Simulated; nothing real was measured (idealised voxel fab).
You're looking at the process module voxel released beams.
Xsec cut, 250 nm wide, square cell size 5 nm.
The cross-sections in this document take the form of a grid made of square cells. They are written out as bands, in order from top to bottom. Each band consists of one or more rows of cells. The band entry comprises the height of the band's top followed by the height of its bottom, expressed in nm, and subsequently the band's materials from left to right, each stated together with its width in nm. Where a single material is marked with the word "full width", that material fills the band from edge to edge. The word "empty" represents empty space. The level at which height equals 0 is the one under which the wafer, as it arrives, is entirely one material. No lower edge exists for the bottom band, which continues downward and is notated as in "0 and below". So if you see something like "30 to 40" for the width, read it as the top row of the band sitting at the first number and the bottom row at the second, with every row in between moving by the same amount as the last. Step note "remained unchanged" = no cross-section cell changed. This entry, "Closed cavity list", enumerates those empty regions of no fewer than 8 cells that possess no open connection to the top. Each region is reported in the form width x height at distance, the distance being taken from the left edge, with all three quantities expressed in nm. Text after the settings on a step's line: the simulator's own remark on that step. For masked steps, "overlay nm" on the step line gives how far right of plan the mask actually lay; a minus sign means it lay to the left.

### Steps in the process plan
1,RECEIVE (material Si)
2,CONFORMAL_DEP (material SiN; thk nm 5)
3,DIRECTIONAL_DEP (material SiO2; thk nm 20)
4,PATTERN (tone open; mask id ANCHOR; material resist; width nm 45; thk nm 15; overlay nm 0)
5,DIRECTIONAL_ETCH (etch materials SiO2; depth nm 20)
6,STRIP (etch materials resist)
7,CONFORMAL_DEP (material TiN; thk nm 15)
8,MASKED_ETCH (tone cover; mask id BEAM; width nm 120; etch materials TiN; depth nm 15; overlay nm 0)
9,STRIP (etch materials SiO2)
Same starting wafers, different width nm at step 8. Plan value belongs to the first wafer.

### Cross-section of the first of several wafers on receipt, reflecting completion of step 1
> 0 and below = Si full width
> Closed cavity list: none

### First of several wafers, sectioned at end of module (last step: step 9)
> 40 down to 25 = 60 nm empty, 15 nm TiN, 15 nm empty, 90 nm TiN, 70 nm empty
> 25 down to 20 = 60 nm empty, 15 nm TiN, 15 nm empty, 15 nm TiN, 145 nm empty
> 20 down to 5 = 60 nm empty, 45 nm TiN, 145 nm empty
> 5 down to 0 = SiN full width
> 0 and below = Si full width
> Closed cavity list: none

### Cross-sectional view of the final wafer of several at the module's end
> 40 down to 25 = 50 nm empty, 25 nm TiN, 15 nm empty, 105 nm TiN, 55 nm empty
> 25 down to 20 = 60 nm empty, 15 nm TiN, 15 nm empty, 15 nm TiN, 145 nm empty
> 20 down to 5 = 60 nm empty, 45 nm TiN, 145 nm empty
> 5 down to 0 = SiN full width
> 0 and below = Si full width
> Closed cavity list: none

### Take any row and you have a wafer at the end of the module: how many cells of each material it has gained (+) or lost (-) since it was received, and then its closed voids
width nm 120, +50 SiN, +96 TiN, Closed cavity list: none
width nm 125, +50 SiN, +99 TiN, Closed cavity list: none
width nm 130, +50 SiN, +102 TiN, Closed cavity list: none
width nm 135, +50 SiN, +105 TiN, Closed cavity list: none
width nm 140, +50 SiN, +108 TiN, Closed cavity list: none
width nm 145, +50 SiN, +111 TiN, Closed cavity list: none
